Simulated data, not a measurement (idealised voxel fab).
This is a process module. Its name is voxel released beams.
For reference, the cross-section in this document is cut, with width 200 nm and square cells of 5 nm.
Think of the cross-section as a grid of square cells. We describe it in bands, top to bottom, and each band covers one or more rows of those cells. Band entry format. Leading values: height of top, height of bottom, nm. Remainder: materials in left-to-right order, each with its width in nm. Special words: "everywhere" on a single material, which then fills the band edge to edge; "air", empty space. Ref level 0: as-received wafer is one material below here. Bottom band extends down with no lower bound ("top 0, no bottom"). When a width is written as two numbers, as in "30..40", the first number is the width in the top row of cells of the band and the second is the width in its bottom row, and the width changes by the same amount from each row to the next. The designation "nothing changed", where it is given for a processing step, indicates that no cell of the cross-section was altered in the course of that step. Reported under the label "Sealed void listing" are the empty spaces having no open way to the top and comprising 8 cells or more; the notation for each is width x height at distance, in which the distance is measured from the left edge and all three values are in nm. It should be noted that, on the line of a given step, the content following the step's settings is a remark produced by the simulator itself with respect to that step. Steps that use a mask can have "overlay nm" on their line. It says how far the mask sat to the right of where it was meant to be. Negative means to the left.
## The process steps that were planned are listed below
step 1: RECEIVE with material Si
step 2: CONFORMAL_DEP with material Al2O3, thk nm 5
step 3: DIRECTIONAL_DEP with material SiO2, thk nm 15
step 4: DIRECTIONAL_DEP with material aC, thk nm 10
step 5: PATTERN with tone open, mask id ANCHOR, material resist, width nm 25, thk nm 30, overlay nm 0
step 6: DIRECTIONAL_ETCH with etch materials aC, depth nm 10
step 7: STRIP with etch materials resist
step 8: DIRECTIONAL_ETCH with etch materials SiO2, depth nm 15
step 9: STRIP with etch materials aC
step 10: CONFORMAL_DEP with material W, thk nm 10
step 11: PATTERN with tone cover, mask id BEAM, material resist, width nm 70, thk nm 15, overlay nm 0
step 12: DIRECTIONAL_ETCH with etch materials W, depth nm 10
step 13: STRIP with etch materials resist
step 14: STRIP with etch materials SiO2
## Concerning the first of two wafers, which was run in accordance with the plan
## Incoming wafer in cross-section (state: after step 1)
> top 0, no bottom: Si everywhere
> Sealed void listing: none
## after step 2
> top 5, bottom 0: Al2O3 everywhere
> Anything lower than 0 is untouched.
## after step 3
> top 20, bottom 5: SiO2 everywhere
> Anything lower than 5 is untouched.
## after step 4
> top 30, bottom 20: aC everywhere
> Anything lower than 20 is untouched.
## after step 5
> top 60, bottom 30: resist=65, air=25, resist=110
> Anything lower than 30 is untouched.
## after step 6
> top 50, bottom 30: resist=65, air=25, resist=110
> top 30, bottom 20: aC=65, air=25, aC=110
> Anything lower than 20 is untouched.
## after step 7
> top 30, bottom 20: aC=65, air=25, aC=110
> Anything lower than 20 is untouched.
## after step 8
> top 30, bottom 20: aC=65, air=25, aC=110
> top 20, bottom 5: SiO2=65, air=25, SiO2=110
> Anything lower than 5 is untouched.
## after step 9
> top 20, bottom 5: SiO2=65, air=25, SiO2=110
> Anything lower than 5 is untouched.
## after step 10
> top 30, bottom 20: W=75, air=5, W=120
> top 20, bottom 15: SiO2=65, W=10, air=5, W=10, SiO2=110
> top 15, bottom 5: SiO2=65, W=25, SiO2=110
> Anything lower than 5 is untouched.
## after step 11
> top 45, bottom 30: air=60, resist=70, air=70
> top 30, bottom 20: W=75, resist=5, W=120
> top 20, bottom 15: SiO2=65, W=10, resist=5, W=10, SiO2=110
> Anything lower than 15 is untouched.
## after step 12
> top 45, bottom 30: air=60, resist=70, air=70
> top 30, bottom 20: air=60, W=15, resist=5, W=50, air=70
> Anything lower than 20 is untouched.
## after step 13
> top 30, bottom 20: air=60, W=15, air=5, W=50, air=70
> top 20, bottom 15: SiO2=65, W=10, air=5, W=10, SiO2=110
> Anything lower than 15 is untouched.
## after step 14
> top 30, bottom 20: air=60, W=15, air=5, W=50, air=70
> top 20, bottom 15: air=65, W=10, air=5, W=10, air=110
> top 15, bottom 5: air=65, W=25, air=110
> Anything lower than 5 is untouched.
## The second wafer was prepared from the same starting point and under the same plan as the first; its processing contained one mistake, and it remains indistinguishable from the first wafer up to and including step 8
## Cross-sectional view of the second wafer at the intended end time of process step 9
> top 0, no bottom: Si everywhere
## Cross-sectional view of the second wafer at the intended end time of process step 10
> top 10, bottom 0: W everywhere
> Anything lower than 0 is untouched.
## Cross-sectional view of the second wafer at the intended end time of process step 11
> top 25, bottom 10: air=60, resist=70, air=70
> Anything lower than 10 is untouched.
## Cross-sectional view of the second wafer at the intended end time of process step 12
> top 25, bottom 10: air=60, resist=70, air=70
> top 10, bottom 0: air=60, W=70, air=70
> Anything lower than 0 is untouched.
## Cross-sectional view of the second wafer at the intended end time of process step 13
> top 10, bottom 0: air=60, W=70, air=70
> Anything lower than 0 is untouched.
Cross-sectional view of the second wafer at the intended end time of process step 14: nothing changed
Against the plan, the run slipped here: step 9, actual vs plan mismatch, actual run STRIP with etch materials Al2O3
At the finish, the second wafer shows more or fewer cells for some materials than the first does: Al2O3: 40 fewer; W: 12 fewer
